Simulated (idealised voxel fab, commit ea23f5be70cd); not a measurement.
Presented below is a process module, voxel ribs on slabs.
Square cell edge 5 nm, section width 275 nm, ID cut.
Cross-section layout: square cells on a grid; listed as bands, top to bottom; a band spans one or more cell rows. Within each band entry, the heights of the top and of the bottom of the band appear first, in that order and in nm; the materials of the band then follow from left to right, each with its corresponding width in nm. The designation "all across" on a single material indicates that it fills the band from edge to edge; the designation "air" indicates empty space. Heights are reckoned from 0. Under this level, the received wafer is all of one material. The bottommost band is open-ended downward, for example "0 nm and below". When a width is written as two numbers, as in "30..40", the first number is the width in the top row of cells of the band and the second is the width in its bottom row, and the width changes by the same amount from each row to the next. Step note "no modifications" = no cross-section cell changed. "Completely enclosed voids" contains a list of empty spaces, each no smaller than 8 cells and without an open way to the top, written in the form width x height at distance with the distance from the left edge and all three in nm. after a step's settings: what the simulator itself notes on the step. overlay nm: for a step with a mask, the amount by which the mask lay right of where it was planned; a negative amount means left of it.

[The following list gives the planned process steps]
1) RECEIVE [material Si]
2) DIRECTIONAL_DEP [material SiO2] [thk nm 20]
3) DIRECTIONAL_DEP [material polySi] [thk nm 15]
4) DIRECTIONAL_DEP [material aC] [thk nm 15]
5) PATTERN [tone cover] [mask id RIB] [material resist] [width nm 15] [thk nm 30] [overlay nm 0]
6) DIRECTIONAL_ETCH [etch materials aC] [depth nm 15]
7) STRIP [etch materials resist]
8) DIRECTIONAL_ETCH [etch materials polySi] [depth nm 10]
9) STRIP [etch materials aC]
10) MASKED_ETCH [tone cover] [mask id SLAB] [width nm 75] [etch materials polySi] [depth nm 5] [overlay nm 0]
11) FILL_DEP [material SiO2] [thk nm 15]
12) CMP [height nm 45]
13) DIRECTIONAL_DEP [material W] [thk nm 10]
14) MASKED_ETCH [tone cover] [mask id HEATER] [width nm 25] [etch materials W] [depth nm 10] [overlay nm 0]
15) CONFORMAL_DEP [material SiO2] [thk nm 5]

[Wafer at receipt (post step 1), cross-section]
  0 nm and below = Si all across
  Completely enclosed voids: none

[Final cross-section, module run with one mistake (start and plan as above)]
  60 nm to 55 nm = air 120 nm / SiO2 35 nm / air 120 nm
  55 nm to 50 nm = air 120 nm / SiO2 5 nm / W 25 nm / SiO2 5 nm / air 120 nm
  50 nm to 45 nm = SiO2 125 nm / W 25 nm / SiO2 125 nm
  45 nm to 35 nm = SiO2 130..100 nm / polySi 15..75 nm / SiO2 130..100 nm
  35 nm to 20 nm = polySi all across
  20 nm to 0 nm = SiO2 all across
  0 nm and below = Si all across
  Completely enclosed voids: none
What was the processing mistake? step 3, plan: ran twice
